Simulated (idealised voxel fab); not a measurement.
Process module under the name voxel wiring stack
Cross-section cut: width 145 nm, square cells of 5 nm.
The cross-sections in this document take the form of a grid made of square cells. They are written out as bands, in order from top to bottom. Each band consists of one or more rows of cells. Quick guide to a band line: top height, bottom height (nm) up front; then every material left to right with its width in nm. Only one material and it's marked "throughout"? Then it fills the band edge to edge. And "air" just means empty space. Height 0 is the level under which the wafer as received is all one material. The lowest band goes on downwards, as in "0 nm and below". Top row gets the first number, bottom row gets the second, and each row in between changes by the same step: that is how a band width like "30 to 40" works. Step note "changes: none" = no cross-section cell changed. What "Enclosed void inventory" gives you is every empty space of 8 cells or more that is cut off from the top. Each appears as width x height at distance, with the distance taken from the left edge and width, height and distance all in nm. Anything after a step's settings on that line? It's the simulator's own note about the step. The "overlay nm" setting may appear on a step's line; for a step that uses a mask, it gives how far to the right of its planned position the mask lay, and a negative value indicates the left.

INTENDED PROCESS STEPS
| 1 | RECEIVE | material Si |
| 2 | CONFORMAL_DEP | material SiO2 | thk nm 15 |
| 3 | DIRECTIONAL_DEP | material TiN | thk nm 5 |
| 4 | DIRECTIONAL_DEP | material W | thk nm 15 |
| 5 | MASKED_ETCH | tone cover | mask id METAL_1 | width nm 20 | pitch nm 45 | etch materials W | depth nm 15 | overlay nm 0 |
| 6 | MASKED_ETCH | tone cover | mask id METAL_1 | width nm 20 | pitch nm 45 | etch materials TiN | depth nm 5 | overlay nm 0 |
| 7 | FILL_DEP | material lowk | thk nm 5 |
| 8 | CMP | height nm 35 |
| 9 | CONFORMAL_DEP | material SiCN | thk nm 5 |
| 10 | DIRECTIONAL_DEP | material lowk | thk nm 15 |
| 11 | DIRECTIONAL_DEP | material aC | thk nm 15 |
| 12 | PATTERN | tone open | mask id PLUG_1 | material resist | width nm 15 | thk nm 30 | overlay nm 0 |
| 13 | DIRECTIONAL_ETCH | etch materials aC | depth nm 15 |
| 14 | STRIP | etch materials resist |
| 15 | DIRECTIONAL_ETCH | etch materials lowk | depth nm 15 |
| 16 | DIRECTIONAL_ETCH | etch materials SiCN | depth nm 5 |
| 17 | STRIP | etch materials aC |
| 18 | CONFORMAL_DEP | material TiN | thk nm 5 |
| 19 | FILL_DEP | material Ru | thk nm 5 |
| 20 | CMP | height nm 55 |
| 21 | CONFORMAL_DEP | material SiN | thk nm 5 |
| 22 | DIRECTIONAL_DEP | material SiO2 | thk nm 15 |
| 23 | PATTERN | tone open | mask id METAL_2 | material resist | width nm 20 | pitch nm 45 | thk nm 20 | overlay nm 0 |
| 24 | DIRECTIONAL_ETCH | etch materials SiO2 | depth nm 15 |
| 25 | DIRECTIONAL_ETCH | etch materials SiN | depth nm 5 |
| 26 | STRIP | etch materials resist |
| 27 | CONFORMAL_DEP | material TiN | thk nm 5 |
| 28 | FILL_DEP | material Ru | thk nm 10 |
| 29 | CMP | height nm 75 |
| 30 | CONFORMAL_DEP | material SiN | thk nm 5 |

WAFER CROSS-SECTION ON RECEIPT, I.E. AFTER STEP 1
> 0 nm and below: Si throughout
> Enclosed void inventory: none

END STATE OF THE MODULE IN CROSS-SECTION, GIVEN THE ABOVE STARTING POINT AND PLAN AND ONE MISTAKE IN EXECUTION
> 80 nm to 75 nm: SiN throughout
> 75 nm to 60 nm: 35 nm SiO2, then 5 nm TiN, then 20 nm Ru, then 5 nm TiN, then 15 nm SiO2, then 5 nm TiN, then 20 nm Ru, then 5 nm TiN, then 35 nm SiO2
> 60 nm to 55 nm: 35 nm SiN, then 30 nm TiN, then 15 nm SiN, then 30 nm TiN, then 35 nm SiN
> 55 nm to 40 nm: 40 nm lowk, then 5 nm TiN, then 5 nm Ru, then 5 nm TiN, then 90 nm lowk
> 40 nm to 35 nm: 40 nm SiCN, then 15 nm TiN, then 90 nm SiCN
> 35 nm to 20 nm: 40 nm lowk, then 20 nm W, then 25 nm lowk, then 20 nm W, then 40 nm lowk
> 20 nm to 15 nm: 40 nm lowk, then 20 nm TiN, then 25 nm lowk, then 20 nm TiN, then 40 nm lowk
> 15 nm to 0 nm: SiO2 throughout
> 0 nm and below: Si throughout
> Enclosed void inventory: none
Heads up, the wafer didn't run the way we planned it: planned and actual differ for step 23; actual: PATTERN | tone open | mask id METAL_2 | material resist | width nm 30 | pitch nm 45 | thk nm 20 | overlay nm 0
